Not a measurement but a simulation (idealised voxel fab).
This section sets out a process module, namely voxel trench capacitor.
Cross-section cut spans 265 nm and uses square cells 5 nm in size.
Cross-section spec: square-cell grid; bands listed top down; each band is one or more rows. Band: top and bottom heights (nm) first, top before bottom; then materials from left to right, widths in nm. "throughout" marks a sole material filling the band edge to edge. "air" denotes empty space. It should be noted that heights are counted from 0, beneath which the wafer as supplied is of one material throughout, and that the lowest band possesses no lower boundary but continues downward, as written in "from 0 down". Quick explanation for "30->40": the width changes in equal steps down the rows of cells, from the first number in the band's top row to the second number in its bottom row. It should be understood that the words "stayed the same", when stated for a given step, signify that the cross-section underwent no change in any of its cells during that step. Under "Sealed void inventory" you'll find the enclosed gaps, the ones with no way out to the top, that are 8 cells or bigger; each reads width x height at distance, with distance counted from the left edge, everything in nm. What comes after the settings on a step's line is commentary from the simulator itself on that step. The optional step-line setting "overlay nm" applies to steps with a mask and quantifies how far to the right of its planned location the mask lay, a negative value indicating leftward placement.
STEPS IN THE PROCESS PLAN
| 1 | RECEIVE | material Si |
| 2 | CONFORMAL_DEP | material SiN | thk nm 5 |
| 3 | MASKED_ETCH | tone open | mask id TRENCH | width nm 25 | pitch nm 45 | etch materials SiN | depth nm 5 | overlay nm 0 |
| 4 | MASKED_ETCH | tone open | mask id TRENCH | width nm 25 | pitch nm 45 | etch materials Si | depth nm 30 | overlay nm 0 |
| 5 | CONFORMAL_DEP | material HfO2 | thk nm 5 |
| 6 | CONFORMAL_DEP | material TiN | thk nm 5 |
| 7 | FILL_DEP | material W | thk nm 5 |
| 8 | CMP | height nm 5 |
OF TWO WAFERS, THE FIRST: RUN ACCORDING TO PLAN
INCOMING WAFER, CROSS-SECTIONAL VIEW, POST STEP 1
- from 0 down: Si throughout
- Sealed void inventory: none
WAFER XSEC, POST STEP 2
- from 5 to 0: SiN throughout
- Whatever lies below 0 is exactly as it was before.
WAFER XSEC, POST STEP 3
- from 5 to 0: 75 SiN; 25 air; 20 SiN; 25 air; 20 SiN; 25 air; 75 SiN
- Whatever lies below 0 is exactly as it was before.
WAFER XSEC, POST STEP 4
- from 5 to 0: 75 SiN; 25 air; 20 SiN; 25 air; 20 SiN; 25 air; 75 SiN
- from 0 to -30: 75 Si; 25 air; 20 Si; 25 air; 20 Si; 25 air; 75 Si
- Whatever lies below -30 is exactly as it was before.
WAFER XSEC, POST STEP 5
- from 10 to 5: 80 HfO2; 15 air; 30 HfO2; 15 air; 30 HfO2; 15 air; 80 HfO2
- from 5 to 0: 75 SiN; 5 HfO2; 15 air; 5 HfO2; 20 SiN; 5 HfO2; 15 air; 5 HfO2; 20 SiN; 5 HfO2; 15 air; 5 HfO2; 75 SiN
- from 0 to -25: 75 Si; 5 HfO2; 15 air; 5 HfO2; 20 Si; 5 HfO2; 15 air; 5 HfO2; 20 Si; 5 HfO2; 15 air; 5 HfO2; 75 Si
- from -25 to -30: 75 Si; 25 HfO2; 20 Si; 25 HfO2; 20 Si; 25 HfO2; 75 Si
- Whatever lies below -30 is exactly as it was before.
WAFER XSEC, POST STEP 6
- from 15 to 10: 85 TiN; 5 air; 40 TiN; 5 air; 40 TiN; 5 air; 85 TiN
- from 10 to 5: 80 HfO2; 5 TiN; 5 air; 5 TiN; 30 HfO2; 5 TiN; 5 air; 5 TiN; 30 HfO2; 5 TiN; 5 air; 5 TiN; 80 HfO2
- from 5 to 0: 75 SiN; 5 HfO2; 5 TiN; 5 air; 5 TiN; 5 HfO2; 20 SiN; 5 HfO2; 5 TiN; 5 air; 5 TiN; 5 HfO2; 20 SiN; 5 HfO2; 5 TiN; 5 air; 5 TiN; 5 HfO2; 75 SiN
- from 0 to -20: 75 Si; 5 HfO2; 5 TiN; 5 air; 5 TiN; 5 HfO2; 20 Si; 5 HfO2; 5 TiN; 5 air; 5 TiN; 5 HfO2; 20 Si; 5 HfO2; 5 TiN; 5 air; 5 TiN; 5 HfO2; 75 Si
- from -20 to -25: 75 Si; 5 HfO2; 15 TiN; 5 HfO2; 20 Si; 5 HfO2; 15 TiN; 5 HfO2; 20 Si; 5 HfO2; 15 TiN; 5 HfO2; 75 Si
- Whatever lies below -25 is exactly as it was before.
WAFER XSEC, POST STEP 7
- from 20 to 15: W throughout
- from 15 to 10: 85 TiN; 5 W; 40 TiN; 5 W; 40 TiN; 5 W; 85 TiN
- from 10 to 5: 80 HfO2; 5 TiN; 5 W; 5 TiN; 30 HfO2; 5 TiN; 5 W; 5 TiN; 30 HfO2; 5 TiN; 5 W; 5 TiN; 80 HfO2
- from 5 to 0: 75 SiN; 5 HfO2; 5 TiN; 5 W; 5 TiN; 5 HfO2; 20 SiN; 5 HfO2; 5 TiN; 5 W; 5 TiN; 5 HfO2; 20 SiN; 5 HfO2; 5 TiN; 5 W; 5 TiN; 5 HfO2; 75 SiN
- from 0 to -20: 75 Si; 5 HfO2; 5 TiN; 5 W; 5 TiN; 5 HfO2; 20 Si; 5 HfO2; 5 TiN; 5 W; 5 TiN; 5 HfO2; 20 Si; 5 HfO2; 5 TiN; 5 W; 5 TiN; 5 HfO2; 75 Si
- Whatever lies below -20 is exactly as it was before.
WAFER XSEC, POST STEP 8
- from 5 to 0: 75 SiN; 5 HfO2; 5 TiN; 5 W; 5 TiN; 5 HfO2; 20 SiN; 5 HfO2; 5 TiN; 5 W; 5 TiN; 5 HfO2; 20 SiN; 5 HfO2; 5 TiN; 5 W; 5 TiN; 5 HfO2; 75 SiN
- Whatever lies below 0 is exactly as it was before.
HERE THE SECOND WAFER IS DESCRIBED. ITS START AND ITS PLAN WERE THOSE OF THE FIRST WAFER. ITS RUN CONTAINED ONE MISTAKE. UP TO AND INCLUDING STEP 1, IT DID EXACTLY WHAT THE FIRST WAFER DID
PLANNED END OF STEP 2: SECOND WAFER, CROSS-SECTION
- from 5 to 0: HfO2 throughout
- Whatever lies below 0 is exactly as it was before.
Planned end of step 3: second wafer, cross-section: stayed the same
Planned end of step 4: second wafer, cross-section: stayed the same
PLANNED END OF STEP 5: SECOND WAFER, CROSS-SECTION
- from 10 to 0: HfO2 throughout
- Whatever lies below 0 is exactly as it was before.
PLANNED END OF STEP 6: SECOND WAFER, CROSS-SECTION
- from 15 to 10: TiN throughout
- Whatever lies below 10 is exactly as it was before.
PLANNED END OF STEP 7: SECOND WAFER, CROSS-SECTION
- from 20 to 15: W throughout
- Whatever lies below 15 is exactly as it was before.
PLANNED END OF STEP 8: SECOND WAFER, CROSS-SECTION
- from 5 to 0: HfO2 throughout
- Whatever lies below 0 is exactly as it was before.
What was the processing mistake? heads up, step 2 didn't go per plan, it actually ran as CONFORMAL_DEP | material HfO2 | thk nm 5
Count the cells at the end and the second wafer has more or fewer of some materials than the first: HfO2 +2 | Si +90 | SiN -38 | TiN -39 | W -15
